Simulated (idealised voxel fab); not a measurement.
process module | voxel trench capacitor
cross-section cut | 170 nm wide | cells 5 nm
A cross-section is a grid of square cells, given in bands from the top down. A band is one or more rows of cells.
Each band's line starts with the height of the band's top and of its bottom, in nm. Then come its materials from left to right, each with its width in nm. One material with "throughout" fills the band from edge to edge. "air" is empty space.
Height 0 is the level under which the wafer as received is all one material. The lowest band goes on downwards, as in "0 down".
A width such as "30 to 40" changes by the same amount from each row of cells to the next, from the band's top row to its bottom row.
"no change" after a step means that no cell of the cross-section changed.
closed voids: empty space of 8 cells or more with no open way to the top, each as width x height at its distance from the left edge, in nm
after a step's settings: what the simulator itself notes on the step
overlay nm, on a step with a mask: how far to the right of its planned place the mask lay; to the left if negative
Each pair below shows a cross-section before one step and the cross-section after it, down to the lowest band that changed. The line under each pair gives the step between them, with its settings. The pairs can come from different runs of this module on the same starting wafer, so a pair continues from the pair above only where its "before" says so.
before
  15 to 10: air 20 | Al2O3 35 | air 10 | Al2O3 35 | air 10 | Al2O3 35 | air 25
  10 to 0: air 20 | Al2O3 5 | SiN 25 | Al2O3 5 | air 10 | Al2O3 5 | SiN 25 | Al2O3 5 | air 10 | Al2O3 5 | SiN 25 | Al2O3 5 | air 25
  0 to -35: air 20 | Al2O3 5 | Si 25 | Al2O3 5 | air 10 | Al2O3 5 | Si 25 | Al2O3 5 | air 10 | Al2O3 5 | Si 25 | Al2O3 5 | air 25
  -35 to -40: Al2O3 25 | Si 25 | Al2O3 20 | Si 25 | Al2O3 20 | Si 25 | Al2O3 30
  -40 down: Si throughout
  closed voids: none
after
  20 to 15: air 15 | TiN 135 | air 20
  15 to 10: air 15 | TiN 5 | Al2O3 35 | TiN 10 | Al2O3 35 | TiN 10 | Al2O3 35 | TiN 5 | air 20
  10 to 0: air 15 | TiN 5 | Al2O3 5 | SiN 25 | Al2O3 5 | TiN 10 | Al2O3 5 | SiN 25 | Al2O3 5 | TiN 10 | Al2O3 5 | SiN 25 | Al2O3 5 | TiN 5 | air 20
  0 to -30: air 15 | TiN 5 | Al2O3 5 | Si 25 | Al2O3 5 | TiN 10 | Al2O3 5 | Si 25 | Al2O3 5 | TiN 10 | Al2O3 5 | Si 25 | Al2O3 5 | TiN 5 | air 20
  -30 to -35: TiN 20 | Al2O3 5 | Si 25 | Al2O3 5 | TiN 10 | Al2O3 5 | Si 25 | Al2O3 5 | TiN 10 | Al2O3 5 | Si 25 | Al2O3 5 | TiN 25
  below -35: unchanged
  closed voids: none
the step between: op CONFORMAL_DEP | material TiN | thk nm 5
before: the cross-section after the pair above
after
  25 to 20: W throughout
  20 to 15: W 15 | TiN 135 | W 20
  15 to 10: W 15 | TiN 5 | Al2O3 35 | TiN 10 | Al2O3 35 | TiN 10 | Al2O3 35 | TiN 5 | W 20
  10 to 0: W 15 | TiN 5 | Al2O3 5 | SiN 25 | Al2O3 5 | TiN 10 | Al2O3 5 | SiN 25 | Al2O3 5 | TiN 10 | Al2O3 5 | SiN 25 | Al2O3 5 | TiN 5 | W 20
  0 to -30: W 15 | TiN 5 | Al2O3 5 | Si 25 | Al2O3 5 | TiN 10 | Al2O3 5 | Si 25 | Al2O3 5 | TiN 10 | Al2O3 5 | Si 25 | Al2O3 5 | TiN 5 | W 20
  below -30: unchanged
  closed voids: none
the step between: op FILL_DEP | material W | thk nm 5
before: the cross-section after the pair above
after
  10 to 0: W 15 | TiN 5 | Al2O3 5 | SiN 25 | Al2O3 5 | TiN 10 | Al2O3 5 | SiN 25 | Al2O3 5 | TiN 10 | Al2O3 5 | SiN 25 | Al2O3 5 | TiN 5 | W 20
  below 0: unchanged
  closed voids: none
the step between: op CMP | height nm 10
